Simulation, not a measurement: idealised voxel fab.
Name of the process module below: voxel self aligned vias
The cross-section on display is named cut; it measures 285 nm wide, and its cells are 5 nm squares.
A cross-section is written here as square cells arranged in a grid, and it is given in bands from the top down, each band taking up one or more rows of cells. Look at the band entry: it leads with the top's height and the bottom's height in nm. Then it lists the materials left to right, with a width in nm for each. The word "full width" on a single material says that material fills the band edge to edge. The word "air" is empty space. Note: height 0 marks the level under which the wafer is uniformly one material as received. Lowest band unbounded below, written "from 0 down". It should be noted that a width expressed as "30->40" varies in equal increments from row to row of cells within the band, taking the value of the first number at the top row and that of the second number at the bottom row. Basically "nothing was modified" means that step didn't change any cell in the cross-section. "Unvented voids" contains a list of empty spaces, each no smaller than 8 cells and without an open way to the top, written in the form width x height at distance with the distance from the left edge and all three in nm. Step line, after settings: the simulator's comment on this step. "overlay nm" answers the question of how far to the right of plan the mask lay on a step that has a mask, and when it is negative the answer is to the left. Note on reading: below, each pair holds a cross-section from before one process step and one from after it; the one from after shows only down to the lowest band that changed. Beneath the pair, the step in between is stated along with its settings. The pairs can stem from different runs of this module on the same starting wafer. Where a pair's entry headed "Prior to processing" says so, and only there, that pair continues from the pair above it.
### Prior to processing
from 0 down  Si full width
Unvented voids: none
### Cross-Section After Step
from 15 to 0  SiO2 full width
Everything below 0 is unchanged.
Unvented voids: none
The step carried out between the cross-section before it and the cross-section after it, both shown above, is CONFORMAL_DEP, material SiO2, thk nm 15
Prior to processing: refer to the pair immediately above; the cross-section shown after its step is the state before this one.
### Cross-Section After Step
from 20 to 15  SiCN full width
Everything below 15 is unchanged.
Unvented voids: none
The step carried out between the cross-section before it and the cross-section after it, both shown above, is CONFORMAL_DEP, material SiCN, thk nm 5
Prior to processing: refer to the pair immediately above; the cross-section shown after its step is the state before this one.
### Cross-Section After Step
from 50 to 20  lowk full width
Everything below 20 is unchanged.
Unvented voids: none
The step carried out between the cross-section before it and the cross-section after it, both shown above, is DIRECTIONAL_DEP, material lowk, thk nm 30
Prior to processing: refer to the pair immediately above; the cross-section shown after its step is the state before this one.
### Cross-Section After Step
from 60 to 50  aC full width
Everything below 50 is unchanged.
Unvented voids: none
The step carried out between the cross-section before it and the cross-section after it, both shown above, is DIRECTIONAL_DEP, material aC, thk nm 10
Prior to processing: refer to the pair immediately above; the cross-section shown after its step is the state before this one.
### Cross-Section After Step
from 90 to 60  resist (100), air (20), resist (40), air (20), resist (105)
Everything below 60 is unchanged.
Unvented voids: none
The step carried out between the cross-section before it and the cross-section after it, both shown above, is PATTERN, tone open, mask id LINES, material resist, width nm 20, pitch nm 60, thk nm 30, overlay nm 0
Prior to processing: refer to the pair immediately above; the cross-section shown after its step is the state before this one.
### Cross-Section After Step
from 80 to 60  resist (100), air (20), resist (40), air (20), resist (105)
from 60 to 50  aC (100), air (20), aC (40), air (20), aC (105)
Everything below 50 is unchanged.
Unvented voids: none
The step carried out between the cross-section before it and the cross-section after it, both shown above, is DIRECTIONAL_ETCH, etch materials aC, depth nm 10
Prior to processing: refer to the pair immediately above; the cross-section shown after its step is the state before this one.
### Cross-Section After Step
from 60 to 50  aC (100), air (20), aC (40), air (20), aC (105)
Everything below 50 is unchanged.
Unvented voids: none
The step carried out between the cross-section before it and the cross-section after it, both shown above, is STRIP, etch materials resist
Prior to processing: refer to the pair immediately above; the cross-section shown after its step is the state before this one.
### Cross-Section After Step
from 60 to 50  aC (100), air (20), aC (40), air (20), aC (105)
from 50 to 20  lowk (100), air (20), lowk (40), air (20), lowk (105)
Everything below 20 is unchanged.
Unvented voids: none
The step carried out between the cross-section before it and the cross-section after it, both shown above, is DIRECTIONAL_ETCH, etch materials lowk, depth nm 30
Prior to processing: refer to the pair immediately above; the cross-section shown after its step is the state before this one.
### Cross-Section After Step
from 50 to 20  lowk (100), air (20), lowk (40), air (20), lowk (105)
Everything below 20 is unchanged.
Unvented voids: none
The step carried out between the cross-section before it and the cross-section after it, both shown above, is STRIP, etch materials aC
Prior to processing: refer to the pair immediately above; the cross-section shown after its step is the state before this one.
### Cross-Section After Step
from 55 to 50  TiN (105), air (10), TiN (50), air (10), TiN (110)
from 50 to 25  lowk (100), TiN (5), air (10), TiN (5), lowk (40), TiN (5), air (10), TiN (5), lowk (105)
from 25 to 20  lowk (100), TiN (20), lowk (40), TiN (20), lowk (105)
Everything below 20 is unchanged.
Unvented voids: none
The step carried out between the cross-section before it and the cross-section after it, both shown above, is CONFORMAL_DEP, material TiN, thk nm 5
Prior to processing: refer to the pair immediately above; the cross-section shown after its step is the state before this one.
### Cross-Section After Step
from 65 to 55  W full width
from 55 to 50  TiN (105), W (10), TiN (50), W (10), TiN (110)
from 50 to 25  lowk (100), TiN (5), W (10), TiN (5), lowk (40), TiN (5), W (10), TiN (5), lowk (105)
Everything below 25 is unchanged.
Unvented voids: none
The step carried out between the cross-section before it and the cross-section after it, both shown above, is FILL_DEP, material W, thk nm 10
Prior to processing: refer to the pair immediately above; the cross-section shown after its step is the state before this one.
### Cross-Section After Step
from 50 to 25  lowk (100), TiN (5), W (10), TiN (5), lowk (40), TiN (5), W (10), TiN (5), lowk (105)
Everything below 25 is unchanged.
Unvented voids: none
The step carried out between the cross-section before it and the cross-section after it, both shown above, is CMP, height nm 50
Prior to processing: refer to the pair immediately above; the cross-section shown after its step is the state before this one.
### Cross-Section After Step
from 50 to 40  lowk (100), air (20), lowk (40), air (20), lowk (105)
Everything below 40 is unchanged.
Unvented voids: none
The step carried out between the cross-section before it and the cross-section after it, both shown above, is SELECTIVE_ETCH, etch materials W Ru TiN, depth nm 10
Prior to processing: refer to the pair immediately above; the cross-section shown after its step is the state before this one.
### Cross-Section After Step
from 60 to 50  SiN full width
from 50 to 40  lowk (100), SiN (20), lowk (40), SiN (20), lowk (105)
Everything below 40 is unchanged.
Unvented voids: none
The step carried out between the cross-section before it and the cross-section after it, both shown above, is FILL_DEP, material SiN, thk nm 10
Prior to processing: refer to the pair immediately above; the cross-section shown after its step is the state before this one.
### Cross-Section After Step
from 50 to 40  lowk (100), SiN (20), lowk (40), SiN (20), lowk (105)
Everything below 40 is unchanged.
Unvented voids: none
The step carried out between the cross-section before it and the cross-section after it, both shown above, is CMP, height nm 50
Prior to processing: refer to the pair immediately above; the cross-section shown after its step is the state before this one.
### Cross-Section After Step
from 65 to 50  lowk full width
Everything below 50 is unchanged.
Unvented voids: none
The step carried out between the cross-section before it and the cross-section after it, both shown above, is DIRECTIONAL_DEP, material lowk, thk nm 15
Prior to processing: refer to the pair immediately above; the cross-section shown after its step is the state before this one.
### Cross-Section After Step
from 80 to 65  resist (90), air (40), resist (155)
Everything below 65 is unchanged.
Unvented voids: none
The step carried out between the cross-section before it and the cross-section after it, both shown above, is PATTERN, tone open, mask id VIAS, material resist, width nm 40, thk nm 15, overlay nm 0
Prior to processing: refer to the pair immediately above; the cross-section shown after its step is the state before this one.
### Cross-Section After Step
from 80 to 65  resist (90), air (40), resist (155)
from 65 to 50  lowk (90), air (40), lowk (155)
Everything below 50 is unchanged.
Unvented voids: none
The step carried out between the cross-section before it and the cross-section after it, both shown above, is DIRECTIONAL_ETCH, etch materials lowk, depth nm 15
Prior to processing: refer to the pair immediately above; the cross-section shown after its step is the state before this one.
### Cross-Section After Step
from 80 to 65  resist (90), air (40), resist (155)
from 65 to 50  lowk (90), air (40), lowk (155)
from 50 to 40  lowk (100), air (20), lowk (40), SiN (20), lowk (105)
Everything below 40 is unchanged.
Unvented voids: none
The step carried out between the cross-section before it and the cross-section after it, both shown above, is DIRECTIONAL_ETCH, etch materials SiN, depth nm 10
Prior to processing: refer to the pair immediately above; the cross-section shown after its step is the state before this one.
### Cross-Section After Step
from 65 to 50  lowk (90), air (40), lowk (155)
Everything below 50 is unchanged.
Unvented voids: none
The step carried out between the cross-section before it and the cross-section after it, both shown above, is STRIP, etch materials resist
Prior to processing: refer to the pair immediately above; the cross-section shown after its step is the state before this one.
### Cross-Section After Step
from 70 to 65  TiN (95), air (30), TiN (160)
from 65 to 55  lowk (90), TiN (5), air (30), TiN (5), lowk (155)
from 55 to 50  lowk (90), TiN (15), air (10), TiN (15), lowk (155)
from 50 to 45  lowk (100), TiN (5), air (10), TiN (5), lowk (40), SiN (20), lowk (105)
from 45 to 40  lowk (100), TiN (20), lowk (40), SiN (20), lowk (105)
Everything below 40 is unchanged.
Unvented voids: none
The step carried out between the cross-section before it and the cross-section after it, both shown above, is CONFORMAL_DEP, material TiN, thk nm 5
Prior to processing: refer to the pair immediately above; the cross-section shown after its step is the state before this one.
### Cross-Section After Step
from 75 to 70  W full width
from 70 to 65  TiN (95), W (30), TiN (160)
from 65 to 55  lowk (90), TiN (5), W (30), TiN (5), lowk (155)
from 55 to 50  lowk (90), TiN (15), W (10), TiN (15), lowk (155)
from 50 to 45  lowk (100), TiN (5), W (10), TiN (5), lowk (40), SiN (20), lowk (105)
Everything below 45 is unchanged.
Unvented voids: none
The step carried out between the cross-section before it and the cross-section after it, both shown above, is FILL_DEP, material W, thk nm 5
Prior to processing: refer to the pair immediately above; the cross-section shown after its step is the state before this one.
### Cross-Section After Step
from 65 to 55  lowk (90), TiN (5), W (30), TiN (5), lowk (155)
Everything below 55 is unchanged.
Unvented voids: none
The step carried out between the cross-section before it and the cross-section after it, both shown above, is CMP, height nm 65
Prior to processing: refer to the pair immediately above; the cross-section shown after its step is the state before this one.
### Cross-Section After Step
from 70 to 65  SiN full width
Everything below 65 is unchanged.
Unvented voids: none
The step carried out between the cross-section before it and the cross-section after it, both shown above, is CONFORMAL_DEP, material SiN, thk nm 5
### Prior to processing
from 0 down  Si full width
Unvented voids: none
### Cross-Section After Step
from 5 to 0  SiCN full width
Everything below 0 is unchanged.
Unvented voids: none
The step carried out between the cross-section before it and the cross-section after it, both shown above, is CONFORMAL_DEP, material SiCN, thk nm 5
Prior to processing: refer to the pair immediately above; the cross-section shown after its step is the state before this one.
### Cross-Section After Step
from 35 to 5  lowk full width
Everything below 5 is unchanged.
Unvented voids: none
The step carried out between the cross-section before it and the cross-section after it, both shown above, is DIRECTIONAL_DEP, material lowk, thk nm 30
Prior to processing: refer to the pair immediately above; the cross-section shown after its step is the state before this one.
### Cross-Section After Step
from 45 to 35  aC full width
Everything below 35 is unchanged.
Unvented voids: none
The step carried out between the cross-section before it and the cross-section after it, both shown above, is DIRECTIONAL_DEP, material aC, thk nm 10
Prior to processing: refer to the pair immediately above; the cross-section shown after its step is the state before this one.
### Cross-Section After Step
from 75 to 45  resist (100), air (20), resist (40), air (20), resist (105)
Everything below 45 is unchanged.
Unvented voids: none
The step carried out between the cross-section before it and the cross-section after it, both shown above, is PATTERN, tone open, mask id LINES, material resist, width nm 20, pitch nm 60, thk nm 30, overlay nm 0
Prior to processing: refer to the pair immediately above; the cross-section shown after its step is the state before this one.
### Cross-Section After Step
from 65 to 45  resist (100), air (20), resist (40), air (20), resist (105)
from 45 to 35  aC (100), air (20), aC (40), air (20), aC (105)
Everything below 35 is unchanged.
Unvented voids: none
The step carried out between the cross-section before it and the cross-section after it, both shown above, is DIRECTIONAL_ETCH, etch materials aC, depth nm 10
Prior to processing: refer to the pair immediately above; the cross-section shown after its step is the state before this one.
### Cross-Section After Step
from 45 to 35  aC (100), air (20), aC (40), air (20), aC (105)
Everything below 35 is unchanged.
Unvented voids: none
The step carried out between the cross-section before it and the cross-section after it, both shown above, is STRIP, etch materials resist
Prior to processing: refer to the pair immediately above; the cross-section shown after its step is the state before this one.
### Cross-Section After Step
from 45 to 35  aC (100), air (20), aC (40), air (20), aC (105)
from 35 to 5  lowk (100), air (20), lowk (40), air (20), lowk (105)
Everything below 5 is unchanged.
Unvented voids: none
The step carried out between the cross-section before it and the cross-section after it, both shown above, is DIRECTIONAL_ETCH, etch materials lowk, depth nm 30
Prior to processing: refer to the pair immediately above; the cross-section shown after its step is the state before this one.
### Cross-Section After Step
from 35 to 5  lowk (100), air (20), lowk (40), air (20), lowk (105)
Everything below 5 is unchanged.
Unvented voids: none
The step carried out between the cross-section before it and the cross-section after it, both shown above, is STRIP, etch materials aC
Prior to processing: refer to the pair immediately above; the cross-section shown after its step is the state before this one.
### Cross-Section After Step
from 40 to 35  TiN (105), air (10), TiN (50), air (10), TiN (110)
from 35 to 10  lowk (100), TiN (5), air (10), TiN (5), lowk (40), TiN (5), air (10), TiN (5), lowk (105)
from 10 to 5  lowk (100), TiN (20), lowk (40), TiN (20), lowk (105)
Everything below 5 is unchanged.
Unvented voids: none
The step carried out between the cross-section before it and the cross-section after it, both shown above, is CONFORMAL_DEP, material TiN, thk nm 5
Prior to processing: refer to the pair immediately above; the cross-section shown after its step is the state before this one.
### Cross-Section After Step
from 50 to 40  W full width
from 40 to 35  TiN (105), W (10), TiN (50), W (10), TiN (110)
from 35 to 10  lowk (100), TiN (5), W (10), TiN (5), lowk (40), TiN (5), W (10), TiN (5), lowk (105)
Everything below 10 is unchanged.
Unvented voids: none
The step carried out between the cross-section before it and the cross-section after it, both shown above, is FILL_DEP, material W, thk nm 10
Prior to processing: refer to the pair immediately above; the cross-section shown after its step is the state before this one.
### Cross-Section After Step
from 40 to 35  TiN (105), W (10), TiN (50), W (10), TiN (110)
Everything below 35 is unchanged.
Unvented voids: none
The step carried out between the cross-section before it and the cross-section after it, both shown above, is SELECTIVE_ETCH, etch materials W Ru TiN, depth nm 10
Prior to processing: refer to the pair immediately above; the cross-section shown after its step is the state before this one.
### Cross-Section After Step
from 50 to 40  SiN full width
Everything below 40 is unchanged.
Unvented voids: none
The step carried out between the cross-section before it and the cross-section after it, both shown above, is FILL_DEP, material SiN, thk nm 10
Prior to processing: refer to the pair immediately above; the cross-section shown after its step is the state before this one.
### Cross-Section After Step
from 65 to 50  lowk full width
Everything below 50 is unchanged.
Unvented voids: none
The step carried out between the cross-section before it and the cross-section after it, both shown above, is DIRECTIONAL_DEP, material lowk, thk nm 15
Prior to processing: refer to the pair immediately above; the cross-section shown after its step is the state before this one.
### Cross-Section After Step
from 80 to 65  resist (90), air (40), resist (155)
Everything below 65 is unchanged.
Unvented voids: none
The step carried out between the cross-section before it and the cross-section after it, both shown above, is PATTERN, tone open, mask id VIAS, material resist, width nm 40, thk nm 15, overlay nm 0
Prior to processing: refer to the pair immediately above; the cross-section shown after its step is the state before this one.
### Cross-Section After Step
from 80 to 65  resist (90), air (40), resist (155)
from 65 to 50  lowk (90), air (40), lowk (155)
Everything below 50 is unchanged.
Unvented voids: none
The step carried out between the cross-section before it and the cross-section after it, both shown above, is DIRECTIONAL_ETCH, etch materials lowk, depth nm 15
Prior to processing: refer to the pair immediately above; the cross-section shown after its step is the state before this one.
### Cross-Section After Step
from 80 to 65  resist (90), air (40), resist (155)
from 65 to 50  lowk (90), air (40), lowk (155)
from 50 to 40  SiN (90), air (40), SiN (155)
Everything below 40 is unchanged.
Unvented voids: none
The step carried out between the cross-section before it and the cross-section after it, both shown above, is DIRECTIONAL_ETCH, etch materials SiN, depth nm 10
Prior to processing: refer to the pair immediately above; the cross-section shown after its step is the state before this one.
### Cross-Section After Step
from 65 to 50  lowk (90), air (40), lowk (155)
Everything below 50 is unchanged.
Unvented voids: none
The step carried out between the cross-section before it and the cross-section after it, both shown above, is STRIP, etch materials resist
Prior to processing: refer to the pair immediately above; the cross-section shown after its step is the state before this one.
### Cross-Section After Step
from 70 to 65  TiN (95), air (30), TiN (160)
from 65 to 50  lowk (90), TiN (5), air (30), TiN (5), lowk (155)
from 50 to 45  SiN (90), TiN (5), air (30), TiN (5), SiN (155)
from 45 to 40  SiN (90), TiN (40), SiN (155)
Everything below 40 is unchanged.
Unvented voids: none
The step carried out between the cross-section before it and the cross-section after it, both shown above, is CONFORMAL_DEP, material TiN, thk nm 5
Prior to processing: refer to the pair immediately above; the cross-section shown after its step is the state before this one.
### Cross-Section After Step
from 75 to 70  W full width
from 70 to 65  TiN (95), W (30), TiN (160)
from 65 to 50  lowk (90), TiN (5), W (30), TiN (5), lowk (155)
from 50 to 45  SiN (90), TiN (5), W (30), TiN (5), SiN (155)
Everything below 45 is unchanged.
Unvented voids: none
The step carried out between the cross-section before it and the cross-section after it, both shown above, is FILL_DEP, material W, thk nm 5
Prior to processing: refer to the pair immediately above; the cross-section shown after its step is the state before this one.
### Cross-Section After Step
from 65 to 50  lowk (90), TiN (5), W (30), TiN (5), lowk (155)
Everything below 50 is unchanged.
Unvented voids: none
The step carried out between the cross-section before it and the cross-section after it, both shown above, is CMP, height nm 65
Prior to processing: refer to the pair immediately above; the cross-section shown after its step is the state before this one.
### Cross-Section After Step
from 70 to 65  SiN full width
Everything below 65 is unchanged.
Unvented voids: none
The step carried out between the cross-section before it and the cross-section after it, both shown above, is CONFORMAL_DEP, material SiN, thk nm 5
### Prior to processing
from 15 to 0  SiO2 full width
from 0 down  Si full width
Unvented voids: none
### Cross-Section After Step
from 30 to 0  SiO2 full width
Everything below 0 is unchanged.
Unvented voids: none
The step carried out between the cross-section before it and the cross-section after it, both shown above, is CONFORMAL_DEP, material SiO2, thk nm 15
Prior to processing: refer to the pair immediately above; the cross-section shown after its step is the state before this one.
### Cross-Section After Step
from 35 to 30  SiCN full width
Everything below 30 is unchanged.
Unvented voids: none
The step carried out between the cross-section before it and the cross-section after it, both shown above, is CONFORMAL_DEP, material SiCN, thk nm 5
Prior to processing: refer to the pair immediately above; the cross-section shown after its step is the state before this one.
### Cross-Section After Step
from 65 to 35  lowk full width
Everything below 35 is unchanged.
Unvented voids: none
The step carried out between the cross-section before it and the cross-section after it, both shown above, is DIRECTIONAL_DEP, material lowk, thk nm 30
Prior to processing: refer to the pair immediately above; the cross-section shown after its step is the state before this one.
### Cross-Section After Step
from 75 to 65  aC full width
Everything below 65 is unchanged.
Unvented voids: none
The step carried out between the cross-section before it and the cross-section after it, both shown above, is DIRECTIONAL_DEP, material aC, thk nm 10
Prior to processing: refer to the pair immediately above; the cross-section shown after its step is the state before this one.
### Cross-Section After Step
from 105 to 75  resist (100), air (20), resist (40), air (20), resist (105)
Everything below 75 is unchanged.
Unvented voids: none
The step carried out between the cross-section before it and the cross-section after it, both shown above, is PATTERN, tone open, mask id LINES, material resist, width nm 20, pitch nm 60, thk nm 30, overlay nm 0
Prior to processing: refer to the pair immediately above; the cross-section shown after its step is the state before this one.
### Cross-Section After Step
from 95 to 75  resist (100), air (20), resist (40), air (20), resist (105)
from 75 to 65  aC (100), air (20), aC (40), air (20), aC (105)
Everything below 65 is unchanged.
Unvented voids: none
The step carried out between the cross-section before it and the cross-section after it, both shown above, is DIRECTIONAL_ETCH, etch materials aC, depth nm 10
Prior to processing: refer to the pair immediately above; the cross-section shown after its step is the state before this one.
### Cross-Section After Step
from 75 to 65  aC (100), air (20), aC (40), air (20), aC (105)
Everything below 65 is unchanged.
Unvented voids: none
The step carried out between the cross-section before it and the cross-section after it, both shown above, is STRIP, etch materials resist
Prior to processing: refer to the pair immediately above; the cross-section shown after its step is the state before this one.
### Cross-Section After Step
from 75 to 65  aC (100), air (20), aC (40), air (20), aC (105)
from 65 to 35  lowk (100), air (20), lowk (40), air (20), lowk (105)
Everything below 35 is unchanged.
Unvented voids: none
The step carried out between the cross-section before it and the cross-section after it, both shown above, is DIRECTIONAL_ETCH, etch materials lowk, depth nm 30
Prior to processing: refer to the pair immediately above; the cross-section shown after its step is the state before this one.
### Cross-Section After Step
from 65 to 35  lowk (100), air (20), lowk (40), air (20), lowk (105)
Everything below 35 is unchanged.
Unvented voids: none
The step carried out between the cross-section before it and the cross-section after it, both shown above, is STRIP, etch materials aC
Prior to processing: refer to the pair immediately above; the cross-section shown after its step is the state before this one.
### Cross-Section After Step
from 70 to 65  TiN (105), air (10), TiN (50), air (10), TiN (110)
from 65 to 40  lowk (100), TiN (5), air (10), TiN (5), lowk (40), TiN (5), air (10), TiN (5), lowk (105)
from 40 to 35  lowk (100), TiN (20), lowk (40), TiN (20), lowk (105)
Everything below 35 is unchanged.
Unvented voids: none
The step carried out between the cross-section before it and the cross-section after it, both shown above, is CONFORMAL_DEP, material TiN, thk nm 5
Prior to processing: refer to the pair immediately above; the cross-section shown after its step is the state before this one.
### Cross-Section After Step
from 80 to 70  W full width
from 70 to 65  TiN (105), W (10), TiN (50), W (10), TiN (110)
from 65 to 40  lowk (100), TiN (5), W (10), TiN (5), lowk (40), TiN (5), W (10), TiN (5), lowk (105)
Everything below 40 is unchanged.
Unvented voids: none
The step carried out between the cross-section before it and the cross-section after it, both shown above, is FILL_DEP, material W, thk nm 10
Prior to processing: refer to the pair immediately above; the cross-section shown after its step is the state before this one.
### Cross-Section After Step
from 50 to 40  lowk (100), TiN (5), W (10), TiN (5), lowk (40), TiN (5), W (10), TiN (5), lowk (105)
Everything below 40 is unchanged.
Unvented voids: none
The step carried out between the cross-section before it and the cross-section after it, both shown above, is CMP, height nm 50
Prior to processing: refer to the pair immediately above; the cross-section shown after its step is the state before this one.
### Cross-Section After Step
from 50 to 40  lowk (100), air (20), lowk (40), air (20), lowk (105)
Everything below 40 is unchanged.
Unvented voids: none
The step carried out between the cross-section before it and the cross-section after it, both shown above, is SELECTIVE_ETCH, etch materials W Ru TiN, depth nm 10
Prior to processing: refer to the pair immediately above; the cross-section shown after its step is the state before this one.
### Cross-Section After Step
from 60 to 50  SiN full width
from 50 to 40  lowk (100), SiN (20), lowk (40), SiN (20), lowk (105)
Everything below 40 is unchanged.
Unvented voids: none
The step carried out between the cross-section before it and the cross-section after it, both shown above, is FILL_DEP, material SiN, thk nm 10
Prior to processing: refer to the pair immediately above; the cross-section shown after its step is the state before this one.
### Cross-Section After Step
from 50 to 40  lowk (100), SiN (20), lowk (40), SiN (20), lowk (105)
Everything below 40 is unchanged.
Unvented voids: none
The step carried out between the cross-section before it and the cross-section after it, both shown above, is CMP, height nm 50
Prior to processing: refer to the pair immediately above; the cross-section shown after its step is the state before this one.
### Cross-Section After Step
from 65 to 50  lowk full width
Everything below 50 is unchanged.
Unvented voids: none
The step carried out between the cross-section before it and the cross-section after it, both shown above, is DIRECTIONAL_DEP, material lowk, thk nm 15
Prior to processing: refer to the pair immediately above; the cross-section shown after its step is the state before this one.
### Cross-Section After Step
from 80 to 65  resist (90), air (40), resist (155)
Everything below 65 is unchanged.
Unvented voids: none
The step carried out between the cross-section before it and the cross-section after it, both shown above, is PATTERN, tone open, mask id VIAS, material resist, width nm 40, thk nm 15, overlay nm 0
Prior to processing: refer to the pair immediately above; the cross-section shown after its step is the state before this one.
### Cross-Section After Step
from 80 to 65  resist (90), air (40), resist (155)
from 65 to 50  lowk (90), air (40), lowk (155)
Everything below 50 is unchanged.
Unvented voids: none
The step carried out between the cross-section before it and the cross-section after it, both shown above, is DIRECTIONAL_ETCH, etch materials lowk, depth nm 15
Prior to processing: refer to the pair immediately above; the cross-section shown after its step is the state before this one.
### Cross-Section After Step
from 80 to 65  resist (90), air (40), resist (155)
from 65 to 50  lowk (90), air (40), lowk (155)
from 50 to 40  lowk (100), air (20), lowk (40), SiN (20), lowk (105)
Everything below 40 is unchanged.
Unvented voids: none
The step carried out between the cross-section before it and the cross-section after it, both shown above, is DIRECTIONAL_ETCH, etch materials SiN, depth nm 10
Prior to processing: refer to the pair immediately above; the cross-section shown after its step is the state before this one.
### Cross-Section After Step
from 65 to 50  lowk (90), air (40), lowk (155)
Everything below 50 is unchanged.
Unvented voids: none
The step carried out between the cross-section before it and the cross-section after it, both shown above, is STRIP, etch materials resist
Prior to processing: refer to the pair immediately above; the cross-section shown after its step is the state before this one.
### Cross-Section After Step
from 70 to 65  TiN (95), air (30), TiN (160)
from 65 to 55  lowk (90), TiN (5), air (30), TiN (5), lowk (155)
from 55 to 50  lowk (90), TiN (15), air (10), TiN (15), lowk (155)
from 50 to 45  lowk (100), TiN (5), air (10), TiN (5), lowk (40), SiN (20), lowk (105)
from 45 to 40  lowk (100), TiN (20), lowk (40), SiN (20), lowk (105)
Everything below 40 is unchanged.
Unvented voids: none
The step carried out between the cross-section before it and the cross-section after it, both shown above, is CONFORMAL_DEP, material TiN, thk nm 5
Prior to processing: refer to the pair immediately above; the cross-section shown after its step is the state before this one.
### Cross-Section After Step
from 75 to 70  W full width
from 70 to 65  TiN (95), W (30), TiN (160)
from 65 to 55  lowk (90), TiN (5), W (30), TiN (5), lowk (155)
from 55 to 50  lowk (90), TiN (15), W (10), TiN (15), lowk (155)
from 50 to 45  lowk (100), TiN (5), W (10), TiN (5), lowk (40), SiN (20), lowk (105)
Everything below 45 is unchanged.
Unvented voids: none
The step carried out between the cross-section before it and the cross-section after it, both shown above, is FILL_DEP, material W, thk nm 5
Prior to processing: refer to the pair immediately above; the cross-section shown after its step is the state before this one.
### Cross-Section After Step
from 65 to 55  lowk (90), TiN (5), W (30), TiN (5), lowk (155)
Everything below 55 is unchanged.
Unvented voids: none
The step carried out between the cross-section before it and the cross-section after it, both shown above, is CMP, height nm 65
Prior to processing: refer to the pair immediately above; the cross-section shown after its step is the state before this one.
### Cross-Section After Step
from 70 to 65  SiN full width
Everything below 65 is unchanged.
Unvented voids: none
The step carried out between the cross-section before it and the cross-section after it, both shown above, is CONFORMAL_DEP, material SiN, thk nm 5
### Prior to processing
from 5 to 0  SiCN full width
from 0 down  Si full width
Unvented voids: none
### Cross-Section After Step
from 20 to 5  SiO2 full width
Everything below 5 is unchanged.
Unvented voids: none
The step carried out between the cross-section before it and the cross-section after it, both shown above, is CONFORMAL_DEP, material SiO2, thk nm 15
Prior to processing: refer to the pair immediately above; the cross-section shown after its step is the state before this one.
### Cross-Section After Step
from 50 to 20  lowk full width
Everything below 20 is unchanged.
Unvented voids: none
The step carried out between the cross-section before it and the cross-section after it, both shown above, is DIRECTIONAL_DEP, material lowk, thk nm 30
Prior to processing: refer to the pair immediately above; the cross-section shown after its step is the state before this one.
### Cross-Section After Step
from 60 to 50  aC full width
Everything below 50 is unchanged.
Unvented voids: none
The step carried out between the cross-section before it and the cross-section after it, both shown above, is DIRECTIONAL_DEP, material aC, thk nm 10
Prior to processing: refer to the pair immediately above; the cross-section shown after its step is the state before this one.
### Cross-Section After Step
from 90 to 60  resist (100), air (20), resist (40), air (20), resist (105)
Everything below 60 is unchanged.
Unvented voids: none
The step carried out between the cross-section before it and the cross-section after it, both shown above, is PATTERN, tone open, mask id LINES, material resist, width nm 20, pitch nm 60, thk nm 30, overlay nm 0
Prior to processing: refer to the pair immediately above; the cross-section shown after its step is the state before this one.
### Cross-Section After Step
from 80 to 60  resist (100), air (20), resist (40), air (20), resist (105)
from 60 to 50  aC (100), air (20), aC (40), air (20), aC (105)
Everything below 50 is unchanged.
Unvented voids: none
The step carried out between the cross-section before it and the cross-section after it, both shown above, is DIRECTIONAL_ETCH, etch materials aC, depth nm 10
Prior to processing: refer to the pair immediately above; the cross-section shown after its step is the state before this one.
### Cross-Section After Step
from 60 to 50  aC (100), air (20), aC (40), air (20), aC (105)
Everything below 50 is unchanged.
Unvented voids: none
The step carried out between the cross-section before it and the cross-section after it, both shown above, is STRIP, etch materials resist
Prior to processing: refer to the pair immediately above; the cross-section shown after its step is the state before this one.
### Cross-Section After Step
from 60 to 50  aC (100), air (20), aC (40), air (20), aC (105)
from 50 to 20  lowk (100), air (20), lowk (40), air (20), lowk (105)
Everything below 20 is unchanged.
Unvented voids: none
The step carried out between the cross-section before it and the cross-section after it, both shown above, is DIRECTIONAL_ETCH, etch materials lowk, depth nm 30
Prior to processing: refer to the pair immediately above; the cross-section shown after its step is the state before this one.
### Cross-Section After Step
from 50 to 20  lowk (100), air (20), lowk (40), air (20), lowk (105)
Everything below 20 is unchanged.
Unvented voids: none
The step carried out between the cross-section before it and the cross-section after it, both shown above, is STRIP, etch materials aC
Prior to processing: refer to the pair immediately above; the cross-section shown after its step is the state before this one.
### Cross-Section After Step
from 55 to 50  TiN (105), air (10), TiN (50), air (10), TiN (110)
from 50 to 25  lowk (100), TiN (5), air (10), TiN (5), lowk (40), TiN (5), air (10), TiN (5), lowk (105)
from 25 to 20  lowk (100), TiN (20), lowk (40), TiN (20), lowk (105)
Everything below 20 is unchanged.
Unvented voids: none
The step carried out between the cross-section before it and the cross-section after it, both shown above, is CONFORMAL_DEP, material TiN, thk nm 5
Prior to processing: refer to the pair immediately above; the cross-section shown after its step is the state before this one.
### Cross-Section After Step
from 65 to 55  W full width
from 55 to 50  TiN (105), W (10), TiN (50), W (10), TiN (110)
from 50 to 25  lowk (100), TiN (5), W (10), TiN (5), lowk (40), TiN (5), W (10), TiN (5), lowk (105)
Everything below 25 is unchanged.
Unvented voids: none
The step carried out between the cross-section before it and the cross-section after it, both shown above, is FILL_DEP, material W, thk nm 10
Prior to processing: refer to the pair immediately above; the cross-section shown after its step is the state before this one.
### Cross-Section After Step
from 50 to 25  lowk (100), TiN (5), W (10), TiN (5), lowk (40), TiN (5), W (10), TiN (5), lowk (105)
Everything below 25 is unchanged.
Unvented voids: none
The step carried out between the cross-section before it and the cross-section after it, both shown above, is CMP, height nm 50
Prior to processing: refer to the pair immediately above; the cross-section shown after its step is the state before this one.
### Cross-Section After Step
from 50 to 40  lowk (100), air (20), lowk (40), air (20), lowk (105)
Everything below 40 is unchanged.
Unvented voids: none
The step carried out between the cross-section before it and the cross-section after it, both shown above, is SELECTIVE_ETCH, etch materials W Ru TiN, depth nm 10
Prior to processing: refer to the pair immediately above; the cross-section shown after its step is the state before this one.
### Cross-Section After Step
from 60 to 50  SiN full width
from 50 to 40  lowk (100), SiN (20), lowk (40), SiN (20), lowk (105)
Everything below 40 is unchanged.
Unvented voids: none
The step carried out between the cross-section before it and the cross-section after it, both shown above, is FILL_DEP, material SiN, thk nm 10
Prior to processing: refer to the pair immediately above; the cross-section shown after its step is the state before this one.
### Cross-Section After Step
from 50 to 40  lowk (100), SiN (20), lowk (40), SiN (20), lowk (105)
Everything below 40 is unchanged.
Unvented voids: none
The step carried out between the cross-section before it and the cross-section after it, both shown above, is CMP, height nm 50
Prior to processing: refer to the pair immediately above; the cross-section shown after its step is the state before this one.
### Cross-Section After Step
from 65 to 50  lowk full width
Everything below 50 is unchanged.
Unvented voids: none
The step carried out between the cross-section before it and the cross-section after it, both shown above, is DIRECTIONAL_DEP, material lowk, thk nm 15
